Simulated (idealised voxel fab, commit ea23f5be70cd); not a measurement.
process module | voxel air gaps
cross-section cut | 150 nm wide | cells 5 nm
A cross-section is a grid of square cells, given in bands from the top down. A band is one or more rows of cells.
Each band's line starts with the height of the band's top and of its bottom, in nm. Then come its materials from left to right, each with its width in nm. One material with "throughout" fills the band from edge to edge. "air" is empty space.
Height 0 is the level under which the wafer as received is all one material. The lowest band goes on downwards, as in "0 down".
A width such as "30 to 40" changes by the same amount from each row of cells to the next, from the band's top row to its bottom row.
"no change" after a step means that no cell of the cross-section changed.
closed voids: empty space of 8 cells or more with no open way to the top, each as width x height at its distance from the left edge, in nm
after a step's settings: what the simulator itself notes on the step
overlay nm, on a step with a mask: how far to the right of its planned place the mask lay; to the left if negative
Each pair below shows a cross-section before one step and the cross-section after it, down to the lowest band that changed. The line under each pair gives the step between them, with its settings. The pairs can come from different runs of this module on the same starting wafer, so a pair continues from the pair above only where its "before" says so.
before
  0 down: Si throughout
  closed voids: none
after
  15 to 0: SiO2 throughout
  below 0: unchanged
  closed voids: none
the step between: op CONFORMAL_DEP | material SiO2 | thk nm 15
before: the cross-section after the pair above
after
  20 to 15: SiN throughout
  below 15: unchanged
  closed voids: none
the step between: op CONFORMAL_DEP | material SiN | thk nm 5
before: the cross-section after the pair above
after
  55 to 20: SiO2 throughout
  below 20: unchanged
  closed voids: none
the step between: op DIRECTIONAL_DEP | material SiO2 | thk nm 35
before: the cross-section after the pair above
after
  55 to 20: SiO2 20 | air 20 | SiO2 25 | air 20 | SiO2 25 | air 20 | SiO2 20
  below 20: unchanged
  closed voids: none
the step between: op MASKED_ETCH | tone open | mask id LINES | width nm 20 | pitch nm 45 | etch materials SiO2 | depth nm 35 | overlay nm 0
before: the cross-section after the pair above
after
  60 to 55: TiN 25 | air 10 | TiN 35 | air 10 | TiN 35 | air 10 | TiN 25
  55 to 25: SiO2 20 | TiN 5 | air 10 | TiN 5 | SiO2 25 | TiN 5 | air 10 | TiN 5 | SiO2 25 | TiN 5 | air 10 | TiN 5 | SiO2 20
  25 to 20: SiO2 20 | TiN 20 | SiO2 25 | TiN 20 | SiO2 25 | TiN 20 | SiO2 20
  below 20: unchanged
  closed voids: none
the step between: op CONFORMAL_DEP | material TiN | thk nm 5
before: the cross-section after the pair above
after
  65 to 60: Ru throughout
  60 to 55: TiN 25 | Ru 10 | TiN 35 | Ru 10 | TiN 35 | Ru 10 | TiN 25
  55 to 25: SiO2 20 | TiN 5 | Ru 10 | TiN 5 | SiO2 25 | TiN 5 | Ru 10 | TiN 5 | SiO2 25 | TiN 5 | Ru 10 | TiN 5 | SiO2 20
  below 25: unchanged
  closed voids: none
the step between: op FILL_DEP | material Ru | thk nm 5
before: the cross-section after the pair above
after
  55 to 25: SiO2 20 | TiN 5 | Ru 10 | TiN 5 | SiO2 25 | TiN 5 | Ru 10 | TiN 5 | SiO2 25 | TiN 5 | Ru 10 | TiN 5 | SiO2 20
  below 25: unchanged
  closed voids: none
the step between: op CMP | height nm 55
before: the cross-section after the pair above
after
  65 to 55: air 10 | Ru 40 | air 5 | Ru 40 | air 5 | Ru 40 | air 10
  below 55: unchanged
  closed voids: none
the step between: op EPI | material Ru | thk nm 10
before: the cross-section after the pair above
after
  65 to 55: air 10 | Ru 40 | air 5 | Ru 40 | air 5 | Ru 40 | air 10
  55 to 25: air 20 | TiN 5 | Ru 10 | TiN 5 | air 25 | TiN 5 | Ru 10 | TiN 5 | air 25 | TiN 5 | Ru 10 | TiN 5 | air 20
  25 to 20: air 20 | TiN 20 | air 25 | TiN 20 | air 25 | TiN 20 | air 20
  below 20: unchanged
  closed voids: none
the step between: op SELECTIVE_ETCH | etch materials SiO2 | depth nm 45
before: the cross-section after the pair above
after
  70 to 65: air 5 | SiN 140 | air 5
  65 to 55: air 5 | SiN 5 | Ru 40 | SiN 5 | Ru 40 | SiN 5 | Ru 40 | SiN 5 | air 5
  55 to 50: air 5 | SiN 15 | TiN 5 | Ru 10 | TiN 5 | SiN 25 | TiN 5 | Ru 10 | TiN 5 | SiN 25 | TiN 5 | Ru 10 | TiN 5 | SiN 15 | air 5
  50 to 25: air 15 | SiN 5 | TiN 5 | Ru 10 | TiN 5 | SiN 5 | air 15 | SiN 5 | TiN 5 | Ru 10 | TiN 5 | SiN 5 | air 15 | SiN 5 | TiN 5 | Ru 10 | TiN 5 | SiN 5 | air 15
  25 to 20: SiN 20 | TiN 20 | SiN 25 | TiN 20 | SiN 25 | TiN 20 | SiN 20
  below 20: unchanged
  closed voids: 15 x 25 at 45; 15 x 25 at 90
the step between: op CONFORMAL_DEP | material SiN | thk nm 5
before
  15 to 0: SiO2 throughout
  0 down: Si throughout
  closed voids: none
after
  50 to 0: SiO2 throughout
  below 0: unchanged
  closed voids: none
the step between: op DIRECTIONAL_DEP | material SiO2 | thk nm 35
before: the cross-section after the pair above
after
  50 to 15: SiO2 20 | air 20 | SiO2 25 | air 20 | SiO2 25 | air 20 | SiO2 20
  below 15: unchanged
  closed voids: none
the step between: op MASKED_ETCH | tone open | mask id LINES | width nm 20 | pitch nm 45 | etch materials SiO2 | depth nm 35 | overlay nm 0
before: the cross-section after the pair above
after
  55 to 50: TiN 25 | air 10 | TiN 35 | air 10 | TiN 35 | air 10 | TiN 25
  50 to 20: SiO2 20 | TiN 5 | air 10 | TiN 5 | SiO2 25 | TiN 5 | air 10 | TiN 5 | SiO2 25 | TiN 5 | air 10 | TiN 5 | SiO2 20
  20 to 15: SiO2 20 | TiN 20 | SiO2 25 | TiN 20 | SiO2 25 | TiN 20 | SiO2 20
  below 15: unchanged
  closed voids: none
the step between: op CONFORMAL_DEP | material TiN | thk nm 5
before: the cross-section after the pair above
after
  60 to 55: Ru throughout
  55 to 50: TiN 25 | Ru 10 | TiN 35 | Ru 10 | TiN 35 | Ru 10 | TiN 25
  50 to 20: SiO2 20 | TiN 5 | Ru 10 | TiN 5 | SiO2 25 | TiN 5 | Ru 10 | TiN 5 | SiO2 25 | TiN 5 | Ru 10 | TiN 5 | SiO2 20
  below 20: unchanged
  closed voids: none
the step between: op FILL_DEP | material Ru | thk nm 5
before: the cross-section after the pair above
after
  55 to 50: TiN 25 | Ru 10 | TiN 35 | Ru 10 | TiN 35 | Ru 10 | TiN 25
  below 50: unchanged
  closed voids: none
the step between: op CMP | height nm 55
before: the cross-section after the pair above
after
  65 to 55: Ru throughout
  below 55: unchanged
  closed voids: none
the step between: op EPI | material Ru | thk nm 10
before: the cross-section after the pair above
after
  70 to 65: SiN throughout
  below 65: unchanged
  closed voids: none
the step between: op CONFORMAL_DEP | material SiN | thk nm 5
before
  65 to 55: air 10 | Ru 40 | air 5 | Ru 40 | air 5 | Ru 40 | air 10
  55 to 25: SiO2 20 | TiN 5 | Ru 10 | TiN 5 | SiO2 25 | TiN 5 | Ru 10 | TiN 5 | SiO2 25 | TiN 5 | Ru 10 | TiN 5 | SiO2 20
  25 to 20: SiO2 20 | TiN 20 | SiO2 25 | TiN 20 | SiO2 25 | TiN 20 | SiO2 20
  20 to 15: SiN throughout
  15 to 0: SiO2 throughout
  0 down: Si throughout
  closed voids: none
after
  75 to 55: Ru throughout
  below 55: unchanged
  closed voids: none
the step between: op EPI | material Ru | thk nm 10
before: the cross-section after the pair above
after
  80 to 75: SiN throughout
  below 75: unchanged
  closed voids: none
the step between: op CONFORMAL_DEP | material SiN | thk nm 5
before
  50 to 0: SiO2 throughout
  0 down: Si throughout
  closed voids: none
after
  55 to 50: SiN throughout
  below 50: unchanged
  closed voids: none
the step between: op CONFORMAL_DEP | material SiN | thk nm 5
before: the cross-section after the pair above
after
  60 to 55: TiN throughout
  below 55: unchanged
  closed voids: none
the step between: op CONFORMAL_DEP | material TiN | thk nm 5
before: the cross-section after the pair above
after
  65 to 60: Ru throughout
  below 60: unchanged
  closed voids: none
the step between: op FILL_DEP | material Ru | thk nm 5
before: the cross-section after the pair above
after
  55 to 50: SiN throughout
  below 50: unchanged
  closed voids: none
the step between: op CMP | height nm 55
before: the cross-section after the pair above
after
  60 to 50: SiN throughout
  below 50: unchanged
  closed voids: none
the step between: op CONFORMAL_DEP | material SiN | thk nm 5
before
  65 to 60: Ru throughout
  60 to 55: TiN 25 | Ru 10 | TiN 35 | Ru 10 | TiN 35 | Ru 10 | TiN 25
  55 to 25: SiO2 20 | TiN 5 | Ru 10 | TiN 5 | SiO2 25 | TiN 5 | Ru 10 | TiN 5 | SiO2 25 | TiN 5 | Ru 10 | TiN 5 | SiO2 20
  25 to 20: SiO2 20 | TiN 20 | SiO2 25 | TiN 20 | SiO2 25 | TiN 20 | SiO2 20
  20 to 15: SiN throughout
  15 to 0: SiO2 throughout
  0 down: Si throughout
  closed voids: none
after
  60 to 55: TiN 25 | Ru 10 | TiN 35 | Ru 10 | TiN 35 | Ru 10 | TiN 25
  below 55: unchanged
  closed voids: none
the step between: op CMP | height nm 60
before: the cross-section after the pair above
after
  70 to 60: Ru throughout
  below 60: unchanged
  closed voids: none
the step between: op EPI | material Ru | thk nm 10
before: the cross-section after the pair above
after
  75 to 70: SiN throughout
  below 70: unchanged
  closed voids: none
the step between: op CONFORMAL_DEP | material SiN | thk nm 5
before
  55 to 20: SiO2 throughout
  20 to 15: SiN throughout
  15 to 0: SiO2 throughout
  0 down: Si throughout
  closed voids: none
after
  55 to 20: SiO2 15 | air 30 | SiO2 15 | air 30 | SiO2 15 | air 30 | SiO2 15
  below 20: unchanged
  closed voids: none
the step between: op MASKED_ETCH | tone open | mask id LINES | width nm 30 | pitch nm 45 | etch materials SiO2 | depth nm 35 | overlay nm 0
before: the cross-section after the pair above
after
  60 to 55: TiN 20 | air 20 | TiN 25 | air 20 | TiN 25 | air 20 | TiN 20
  55 to 25: SiO2 15 | TiN 5 | air 20 | TiN 5 | SiO2 15 | TiN 5 | air 20 | TiN 5 | SiO2 15 | TiN 5 | air 20 | TiN 5 | SiO2 15
  25 to 20: SiO2 15 | TiN 30 | SiO2 15 | TiN 30 | SiO2 15 | TiN 30 | SiO2 15
  below 20: unchanged
  closed voids: none
the step between: op CONFORMAL_DEP | material TiN | thk nm 5
before: the cross-section after the pair above
after
  65 to 60: Ru throughout
  60 to 55: TiN 20 | Ru 20 | TiN 25 | Ru 20 | TiN 25 | Ru 20 | TiN 20
  55 to 25: SiO2 15 | TiN 5 | Ru 20 | TiN 5 | SiO2 15 | TiN 5 | Ru 20 | TiN 5 | SiO2 15 | TiN 5 | Ru 20 | TiN 5 | SiO2 15
  below 25: unchanged
  closed voids: none
the step between: op FILL_DEP | material Ru | thk nm 5
before: the cross-section after the pair above
after
  55 to 25: SiO2 15 | TiN 5 | Ru 20 | TiN 5 | SiO2 15 | TiN 5 | Ru 20 | TiN 5 | SiO2 15 | TiN 5 | Ru 20 | TiN 5 | SiO2 15
  below 25: unchanged
  closed voids: none
the step between: op CMP | height nm 55
before: the cross-section after the pair above
after
  65 to 55: air 5 | Ru 140 | air 5
  below 55: unchanged
  closed voids: none
the step between: op EPI | material Ru | thk nm 10
before: the cross-section after the pair above
after
  65 to 55: air 5 | Ru 140 | air 5
  55 to 25: air 15 | TiN 5 | Ru 20 | TiN 5 | SiO2 15 | TiN 5 | Ru 20 | TiN 5 | SiO2 15 | TiN 5 | Ru 20 | TiN 5 | air 15
  25 to 20: air 15 | TiN 30 | SiO2 15 | TiN 30 | SiO2 15 | TiN 30 | air 15
  below 20: unchanged
  closed voids: none
the step between: op SELECTIVE_ETCH | etch materials SiO2 | depth nm 45
before: the cross-section after the pair above
after
  70 to 65: SiN throughout
  65 to 55: SiN 5 | Ru 140 | SiN 5
  55 to 50: SiN 15 | TiN 5 | Ru 20 | TiN 5 | SiO2 15 | TiN 5 | Ru 20 | TiN 5 | SiO2 15 | TiN 5 | Ru 20 | TiN 5 | SiN 15
  50 to 25: air 10 | SiN 5 | TiN 5 | Ru 20 | TiN 5 | SiO2 15 | TiN 5 | Ru 20 | TiN 5 | SiO2 15 | TiN 5 | Ru 20 | TiN 5 | SiN 5 | air 10
  25 to 20: SiN 15 | TiN 30 | SiO2 15 | TiN 30 | SiO2 15 | TiN 30 | SiN 15
  below 20: unchanged
  closed voids: 10 x 25 at 0; 10 x 25 at 140
the step between: op CONFORMAL_DEP | material SiN | thk nm 5
before
  55 to 20: SiO2 throughout
  20 to 15: SiN throughout
  15 to 0: SiO2 throughout
  0 down: Si throughout
  closed voids: none
after
  55 to 20: SiO2 25 | air 20 | SiO2 25 | air 20 | SiO2 25 | air 20 | SiO2 15
  below 20: unchanged
  closed voids: none
the step between: op MASKED_ETCH | tone open | mask id LINES | width nm 20 | pitch nm 45 | etch materials SiO2 | depth nm 35 | overlay nm 5
before: the cross-section after the pair above
after
  60 to 55: TiN 30 | air 10 | TiN 35 | air 10 | TiN 35 | air 10 | TiN 20
  55 to 25: SiO2 25 | TiN 5 | air 10 | TiN 5 | SiO2 25 | TiN 5 | air 10 | TiN 5 | SiO2 25 | TiN 5 | air 10 | TiN 5 | SiO2 15
  25 to 20: SiO2 25 | TiN 20 | SiO2 25 | TiN 20 | SiO2 25 | TiN 20 | SiO2 15
  below 20: unchanged
  closed voids: none
the step between: op CONFORMAL_DEP | material TiN | thk nm 5
before: the cross-section after the pair above
after
  65 to 60: Ru throughout
  60 to 55: TiN 30 | Ru 10 | TiN 35 | Ru 10 | TiN 35 | Ru 10 | TiN 20
  55 to 25: SiO2 25 | TiN 5 | Ru 10 | TiN 5 | SiO2 25 | TiN 5 | Ru 10 | TiN 5 | SiO2 25 | TiN 5 | Ru 10 | TiN 5 | SiO2 15
  below 25: unchanged
  closed voids: none
the step between: op FILL_DEP | material Ru | thk nm 5
before: the cross-section after the pair above
after
  55 to 25: SiO2 25 | TiN 5 | Ru 10 | TiN 5 | SiO2 25 | TiN 5 | Ru 10 | TiN 5 | SiO2 25 | TiN 5 | Ru 10 | TiN 5 | SiO2 15
  below 25: unchanged
  closed voids: none
the step between: op CMP | height nm 55
before: the cross-section after the pair above
after
  65 to 55: air 15 | Ru 40 | air 5 | Ru 40 | air 5 | Ru 40 | air 5
  below 55: unchanged
  closed voids: none
the step between: op EPI | material Ru | thk nm 10
before: the cross-section after the pair above
after
  65 to 55: air 15 | Ru 40 | air 5 | Ru 40 | air 5 | Ru 40 | air 5
  55 to 25: air 25 | TiN 5 | Ru 10 | TiN 5 | air 25 | TiN 5 | Ru 10 | TiN 5 | air 25 | TiN 5 | Ru 10 | TiN 5 | air 15
  25 to 20: air 25 | TiN 20 | air 25 | TiN 20 | air 25 | TiN 20 | air 15
  below 20: unchanged
  closed voids: none
the step between: op SELECTIVE_ETCH | etch materials SiO2 | depth nm 45
before: the cross-section after the pair above
after
  70 to 65: air 10 | SiN 140
  65 to 55: air 10 | SiN 5 | Ru 40 | SiN 5 | Ru 40 | SiN 5 | Ru 40 | SiN 5
  55 to 50: air 10 | SiN 15 | TiN 5 | Ru 10 | TiN 5 | SiN 25 | TiN 5 | Ru 10 | TiN 5 | SiN 25 | TiN 5 | Ru 10 | TiN 5 | SiN 15
  50 to 25: air 20 | SiN 5 | TiN 5 | Ru 10 | TiN 5 | SiN 5 | air 15 | SiN 5 | TiN 5 | Ru 10 | TiN 5 | SiN 5 | air 15 | SiN 5 | TiN 5 | Ru 10 | TiN 5 | SiN 5 | air 10
  25 to 20: SiN 25 | TiN 20 | SiN 25 | TiN 20 | SiN 25 | TiN 20 | SiN 15
  below 20: unchanged
  closed voids: 15 x 25 at 50; 15 x 25 at 95; 10 x 25 at 140
the step between: op CONFORMAL_DEP | material SiN | thk nm 5
before
  20 to 15: SiN throughout
  15 to 0: SiO2 throughout
  0 down: Si throughout
  closed voids: none
after
  55 to 20: TiN throughout
  below 20: unchanged
  closed voids: none
the step between: op DIRECTIONAL_DEP | material TiN | thk nm 35
before: the cross-section after the pair above
after
  60 to 20: TiN throughout
  below 20: unchanged
  closed voids: none
the step between: op CONFORMAL_DEP | material TiN | thk nm 5
before: the cross-section after the pair above
after
  65 to 60: Ru throughout
  below 60: unchanged
  closed voids: none
the step between: op FILL_DEP | material Ru | thk nm 5
before: the cross-section after the pair above
after
  55 to 20: TiN throughout
  below 20: unchanged
  closed voids: none
the step between: op CMP | height nm 55
before: the cross-section after the pair above
after
  65 to 55: Ru throughout
  below 55: unchanged
  closed voids: none
the step between: op EPI | material Ru | thk nm 10
before: the cross-section after the pair above
after
  70 to 65: SiN throughout
  below 65: unchanged
  closed voids: none
the step between: op CONFORMAL_DEP | material SiN | thk nm 5
before
  55 to 20: SiO2 throughout
  20 to 15: SiN throughout
  15 to 0: SiO2 throughout
  0 down: Si throughout
  closed voids: none
after
  55 to 20: air 20 | SiO2 20 | air 25 | SiO2 20 | air 25 | SiO2 20 | air 20
  below 20: unchanged
  closed voids: none
the step between: op MASKED_ETCH | tone cover | mask id LINES | width nm 20 | pitch nm 45 | etch materials SiO2 | depth nm 35 | overlay nm 0
before: the cross-section after the pair above
after
  60 to 55: air 15 | TiN 30 | air 15 | TiN 30 | air 15 | TiN 30 | air 15
  55 to 25: air 15 | TiN 5 | SiO2 20 | TiN 5 | air 15 | TiN 5 | SiO2 20 | TiN 5 | air 15 | TiN 5 | SiO2 20 | TiN 5 | air 15
  25 to 20: TiN 20 | SiO2 20 | TiN 25 | SiO2 20 | TiN 25 | SiO2 20 | TiN 20
  below 20: unchanged
  closed voids: none
the step between: op CONFORMAL_DEP | material TiN | thk nm 5
before: the cross-section after the pair above
after
  65 to 60: Ru throughout
  60 to 55: Ru 15 | TiN 30 | Ru 15 | TiN 30 | Ru 15 | TiN 30 | Ru 15
  55 to 25: Ru 15 | TiN 5 | SiO2 20 | TiN 5 | Ru 15 | TiN 5 | SiO2 20 | TiN 5 | Ru 15 | TiN 5 | SiO2 20 | TiN 5 | Ru 15
  below 25: unchanged
  closed voids: none
the step between: op FILL_DEP | material Ru | thk nm 5
before: the cross-section after the pair above
after
  55 to 25: Ru 15 | TiN 5 | SiO2 20 | TiN 5 | Ru 15 | TiN 5 | SiO2 20 | TiN 5 | Ru 15 | TiN 5 | SiO2 20 | TiN 5 | Ru 15
  below 25: unchanged
  closed voids: none
the step between: op CMP | height nm 55
before: the cross-section after the pair above
after
  65 to 55: Ru throughout
  below 55: unchanged
  closed voids: none
the step between: op EPI | material Ru | thk nm 10
before: the cross-section after the pair above
after
  70 to 65: SiN throughout
  below 65: unchanged
  closed voids: none
the step between: op CONFORMAL_DEP | material SiN | thk nm 5
